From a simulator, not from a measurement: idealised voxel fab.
process module | voxel ribs on slabs
cross-section cut | 190 nm wide | cells 5 nm
A cross-section is a grid of square cells, given in bands from the top down. A band is one or more rows of cells.
Each band's line starts with the height of the band's top and of its bottom, in nm. Then come its materials from left to right, each with its width in nm. One material with "throughout" fills the band from edge to edge. "air" is empty space.
Height 0 is the level under which the wafer as received is all one material. The lowest band goes on downwards, as in "0 down".
A width such as "30 to 40" changes by the same amount from each row of cells to the next, from the band's top row to its bottom row.
"no change" after a step means that no cell of the cross-section changed.
closed voids: empty space of 8 cells or more with no open way to the top, each as width x height at its distance from the left edge, in nm
after a step's settings: what the simulator itself notes on the step
overlay nm, on a step with a mask: how far to the right of its planned place the mask lay; to the left if negative
plan
1 op RECEIVE | material Si
2 op DIRECTIONAL_DEP | material SiO2 | thk nm 20
3 op DIRECTIONAL_DEP | material SiN | thk nm 25
4 op PATTERN | tone cover | mask id RIB | material resist | width nm 20 | thk nm 15 | overlay nm 0
5 op DIRECTIONAL_ETCH | etch materials SiN | depth nm 10
6 op STRIP | etch materials resist
7 op PATTERN | tone cover | mask id SLAB | material resist | width nm 70 | thk nm 20 | overlay nm 0
8 op DIRECTIONAL_ETCH | etch materials SiN | depth nm 15
9 op STRIP | etch materials resist
10 op FILL_DEP | material SiO2 | thk nm 25
11 op CMP | height nm 60
12 op DIRECTIONAL_DEP | material TiN | thk nm 5
13 op DIRECTIONAL_DEP | material aC | thk nm 15
14 op PATTERN | tone cover | mask id HEATER | material resist | width nm 30 | thk nm 30 | overlay nm 0
15 op DIRECTIONAL_ETCH | etch materials aC | depth nm 15
16 op STRIP | etch materials resist
17 op DIRECTIONAL_ETCH | etch materials TiN | depth nm 5
18 op STRIP | etch materials aC
19 op CONFORMAL_DEP | material SiO2 | thk nm 10
as received, after step 1
  0 down: Si throughout
  closed voids: none
a wafer at the end: this start, this plan, one mistake
  75 to 70: air 70 | SiO2 50 | air 70
  70 to 65: SiO2 throughout
  65 to 60: SiO2 80 | TiN 30 | SiO2 80
  60 to 35: SiO2 throughout
  35 to 25: SiO2 85 | SiN 20 | SiO2 85
  25 to 10: SiO2 60 | SiN 70 | SiO2 60
  10 to 0: SiO2 throughout
  0 down: Si throughout
  closed voids: none
what went wrong: step 2 ran as: op DIRECTIONAL_DEP | material SiO2 | thk nm 10
